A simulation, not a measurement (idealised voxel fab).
Name of the process module below: voxel wiring stack
Section cut is 210 nm wide and gridded with 5 nm square cells.
Bands, listed from the top down, are how a cross-section gets written in this document; the cross-section itself is a grid of square cells, and a band is one or more rows of them. Look at the band entry: it leads with the top's height and the bottom's height in nm. Then it lists the materials left to right, with a width in nm for each. The word "edge to edge" on a single material says that material fills the band edge to edge. The word "blank" is empty space. A quick word on heights: they are counted from 0, and under that level the wafer as it came to us is one material throughout. The lowest band is different from the rest in having no bottom; it simply continues downward, written as in "0 nm and below". The expression "30->40" gives the width at the extremes of the band, the first number at its top row of cells and the second at its bottom row, with the width changing by equal amounts from each row to the next in between. Basically "remains unaltered" means that step didn't change any cell in the cross-section. Reported under the label "Sealed void list" are the empty spaces having no open way to the top and comprising 8 cells or more; the notation for each is width x height at distance, in which the distance is measured from the left edge and all three values are in nm. Past the settings on a step's line: simulator remark, on that step. overlay nm: how far to the right of its planned place the mask lay on this masked step (negative: to the left).

[Process steps (planned)]
1. RECEIVE | material Si
2. CONFORMAL_DEP | material SiO2 | thk nm 10
3. CONFORMAL_DEP | material SiN | thk nm 5
4. DIRECTIONAL_DEP | material SiO2 | thk nm 25
5. DIRECTIONAL_DEP | material aC | thk nm 10
6. PATTERN | tone open | mask id METAL_1 | material resist | width nm 25 | pitch nm 50 | thk nm 30 | overlay nm 0
7. DIRECTIONAL_ETCH | etch materials aC | depth nm 10
8. STRIP | etch materials resist
9. DIRECTIONAL_ETCH | etch materials SiO2 | depth nm 25
10. DIRECTIONAL_ETCH | etch materials SiN | depth nm 5
11. STRIP | etch materials aC
12. CONFORMAL_DEP | material TiN | thk nm 5
13. FILL_DEP | material Cu | thk nm 5
14. CMP | height nm 40
15. CONFORMAL_DEP | material SiCN | thk nm 5
16. DIRECTIONAL_DEP | material SiO2 | thk nm 25
17. MASKED_ETCH | tone open | mask id METAL_2_HOLES | width nm 15 | pitch nm 50 | etch materials SiO2 | depth nm 25 | overlay nm 0
18. MASKED_ETCH | tone open | mask id METAL_2 | width nm 25 | pitch nm 50 | etch materials SiO2 | depth nm 15 | overlay nm 0
19. MASKED_ETCH | tone open | mask id METAL_2 | width nm 25 | pitch nm 50 | etch materials SiCN | depth nm 5 | overlay nm 0
20. CONFORMAL_DEP | material TiN | thk nm 5
21. FILL_DEP | material Cu | thk nm 10
22. CMP | height nm 70
23. CONFORMAL_DEP | material SiCN | thk nm 5
24. DIRECTIONAL_DEP | material lowk | thk nm 35
25. PATTERN | tone open | mask id METAL_3 | material resist | width nm 25 | pitch nm 50 | thk nm 15 | overlay nm 0
26. DIRECTIONAL_ETCH | etch materials lowk | depth nm 20
27. STRIP | etch materials resist
28. DIRECTIONAL_DEP | material aC | thk nm 15
29. PATTERN | tone open | mask id METAL_3_HOLES | material resist | width nm 15 | pitch nm 50 | thk nm 35 | overlay nm 0
30. DIRECTIONAL_ETCH | etch materials aC | depth nm 15
31. STRIP | etch materials resist
32. DIRECTIONAL_ETCH | etch materials lowk | depth nm 15
33. DIRECTIONAL_ETCH | etch materials SiCN | depth nm 5
34. STRIP | etch materials aC
35. CONFORMAL_DEP | material TiN | thk nm 5
36. FILL_DEP | material Cu | thk nm 5
37. CMP | height nm 110
38. CONFORMAL_DEP | material SiN | thk nm 5

[Delivered wafer in cross-section: state after step 1]
> 0 nm and below = Si edge to edge
> Sealed void list: none

[Result of the module, cross-sectioned: start per above, plan per above, one error in how it was run]
> 115 nm to 110 nm = SiN edge to edge
> 110 nm to 75 nm = lowk edge to edge
> 75 nm to 70 nm = SiCN edge to edge
> 70 nm to 60 nm = SiO2 (15) / TiN (5) / Cu (15) / TiN (5) / SiO2 (25) / TiN (5) / Cu (15) / TiN (5) / SiO2 (25) / TiN (5) / Cu (15) / TiN (5) / SiO2 (25) / TiN (5) / Cu (15) / TiN (5) / SiO2 (20)
> 60 nm to 55 nm = SiO2 (15) / TiN (5) / Cu (5) / TiN (15) / SiO2 (25) / TiN (5) / Cu (5) / TiN (15) / SiO2 (25) / TiN (5) / Cu (5) / TiN (15) / SiO2 (25) / TiN (5) / Cu (5) / TiN (15) / SiO2 (20)
> 55 nm to 45 nm = SiO2 (15) / TiN (5) / Cu (5) / TiN (5) / SiO2 (35) / TiN (5) / Cu (5) / TiN (5) / SiO2 (35) / TiN (5) / Cu (5) / TiN (5) / SiO2 (35) / TiN (5) / Cu (5) / TiN (5) / SiO2 (30)
> 45 nm to 40 nm = SiCN (15) / TiN (15) / SiCN (35) / TiN (15) / SiCN (35) / TiN (15) / SiCN (35) / TiN (15) / SiCN (30)
> 40 nm to 15 nm = SiO2 (15) / TiN (5) / Cu (15) / TiN (5) / SiO2 (25) / TiN (5) / Cu (15) / TiN (5) / SiO2 (25) / TiN (5) / Cu (15) / TiN (5) / SiO2 (25) / TiN (5) / Cu (15) / TiN (5) / SiO2 (20)
> 15 nm to 10 nm = SiN (15) / TiN (25) / SiN (25) / TiN (25) / SiN (25) / TiN (25) / SiN (25) / TiN (25) / SiN (20)
> 10 nm to 0 nm = SiO2 edge to edge
> 0 nm and below = Si edge to edge
> Sealed void list: none
Error vs. plan: twice over, step 24 of the plan was run
